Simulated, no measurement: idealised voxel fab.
process module | voxel ribs on slabs
cross-section cut | 285 nm wide | cells 5 nm
A cross-section is a grid of square cells, given in bands from the top down. A band is one or more rows of cells.
Each band's line starts with the height of the band's top and of its bottom, in nm. Then come its materials from left to right, each with its width in nm. One material with "throughout" fills the band from edge to edge. "air" is empty space.
Height 0 is the level under which the wafer as received is all one material. The lowest band goes on downwards, as in "0 down".
A width such as "30 to 40" changes by the same amount from each row of cells to the next, from the band's top row to its bottom row.
"no change" after a step means that no cell of the cross-section changed.
closed voids: empty space of 8 cells or more with no open way to the top, each as width x height at its distance from the left edge, in nm
after a step's settings: what the simulator itself notes on the step
overlay nm, on a step with a mask: how far to the right of its planned place the mask lay; to the left if negative
plan
1 op RECEIVE | material Si
2 op DIRECTIONAL_DEP | material SiO2 | thk nm 25
3 op DIRECTIONAL_DEP | material SiN | thk nm 20
4 op DIRECTIONAL_DEP | material aC | thk nm 10
5 op PATTERN | tone cover | mask id RIB | material resist | width nm 25 | thk nm 25 | overlay nm 0
6 op DIRECTIONAL_ETCH | etch materials aC | depth nm 10
7 op STRIP | etch materials resist
8 op DIRECTIONAL_ETCH | etch materials SiN | depth nm 5
9 op STRIP | etch materials aC
10 op DIRECTIONAL_DEP | material aC | thk nm 10
11 op PATTERN | tone cover | mask id SLAB | material resist | width nm 55 | thk nm 30 | overlay nm 0
12 op DIRECTIONAL_ETCH | etch materials aC | depth nm 10
13 op STRIP | etch materials resist
14 op DIRECTIONAL_ETCH | etch materials SiN | depth nm 15
15 op STRIP | etch materials aC
16 op FILL_DEP | material SiO2 | thk nm 15
17 op CMP | height nm 55
18 op DIRECTIONAL_DEP | material W | thk nm 5
19 op PATTERN | tone cover | mask id HEATER | material resist | width nm 35 | thk nm 20 | overlay nm 0
20 op DIRECTIONAL_ETCH | etch materials W | depth nm 5
21 op STRIP | etch materials resist
22 op CONFORMAL_DEP | material SiO2 | thk nm 5
first wafer, as planned
as received, after step 1
  0 down: Si throughout
  closed voids: none
after step 2
  25 to 0: SiO2 throughout
  below 0: unchanged
after step 3
  45 to 25: SiN throughout
  below 25: unchanged
after step 4
  55 to 45: aC throughout
  below 45: unchanged
after step 5
  80 to 55: air 130 | resist 25 | air 130
  below 55: unchanged
after step 6
  70 to 55: air 130 | resist 25 | air 130
  55 to 45: air 130 | aC 25 | air 130
  below 45: unchanged
after step 7
  55 to 45: air 130 | aC 25 | air 130
  below 45: unchanged
after step 8
  55 to 45: air 130 | aC 25 | air 130
  45 to 40: air 130 | SiN 25 | air 130
  below 40: unchanged
after step 9
  45 to 40: air 130 | SiN 25 | air 130
  below 40: unchanged
after step 10
  55 to 50: air 130 | aC 25 | air 130
  50 to 45: aC throughout
  45 to 40: aC 130 | SiN 25 | aC 130
  below 40: unchanged
after step 11
  85 to 55: air 115 | resist 55 | air 115
  55 to 50: air 115 | resist 15 | aC 25 | resist 15 | air 115
  below 50: unchanged
after step 12
  75 to 55: air 115 | resist 55 | air 115
  55 to 50: air 115 | resist 15 | aC 25 | resist 15 | air 115
  50 to 45: air 115 | aC 55 | air 115
  45 to 40: air 115 | aC 15 | SiN 25 | aC 15 | air 115
  below 40: unchanged
after step 13
  55 to 45: air 130 to 115 | aC 25 to 55 | air 130 to 115
  below 45: unchanged
after step 14
  55 to 45: air 130 to 115 | aC 25 to 55 | air 130 to 115
  45 to 40: air 115 | aC 15 | SiN 25 | aC 15 | air 115
  40 to 25: air 115 | SiN 55 | air 115
  below 25: unchanged
after step 15
  45 to 40: air 130 | SiN 25 | air 130
  below 40: unchanged
after step 16
  60 to 45: SiO2 throughout
  45 to 40: SiO2 130 | SiN 25 | SiO2 130
  40 to 25: SiO2 115 | SiN 55 | SiO2 115
  below 25: unchanged
after step 17
  55 to 45: SiO2 throughout
  below 45: unchanged
after step 18
  60 to 55: W throughout
  below 55: unchanged
after step 19
  80 to 60: air 125 | resist 35 | air 125
  below 60: unchanged
after step 20
  80 to 60: air 125 | resist 35 | air 125
  60 to 55: air 125 | W 35 | air 125
  below 55: unchanged
after step 21
  60 to 55: air 125 | W 35 | air 125
  below 55: unchanged
after step 22
  65 to 60: air 120 | SiO2 45 | air 120
  60 to 55: SiO2 125 | W 35 | SiO2 125
  below 55: unchanged
second wafer: like start, like plan, one mistake. Through step 18 it matches the first wafer
when step 19 should have ended
  80 to 60: air 125 | resist 40 | air 120
  below 60: unchanged
when step 20 should have ended
  80 to 60: air 125 | resist 40 | air 120
  60 to 55: air 125 | W 40 | air 120
  below 55: unchanged
when step 21 should have ended
  60 to 55: air 125 | W 40 | air 120
  below 55: unchanged
when step 22 should have ended
  65 to 60: air 120 | SiO2 50 | air 115
  60 to 55: SiO2 125 | W 40 | SiO2 120
  below 55: unchanged
what went wrong: step 19 ran as: op PATTERN | tone cover | mask id HEATER | material resist | width nm 40 | thk nm 20 | overlay nm 0
at the end the second wafer has, in cells: 1 more of W
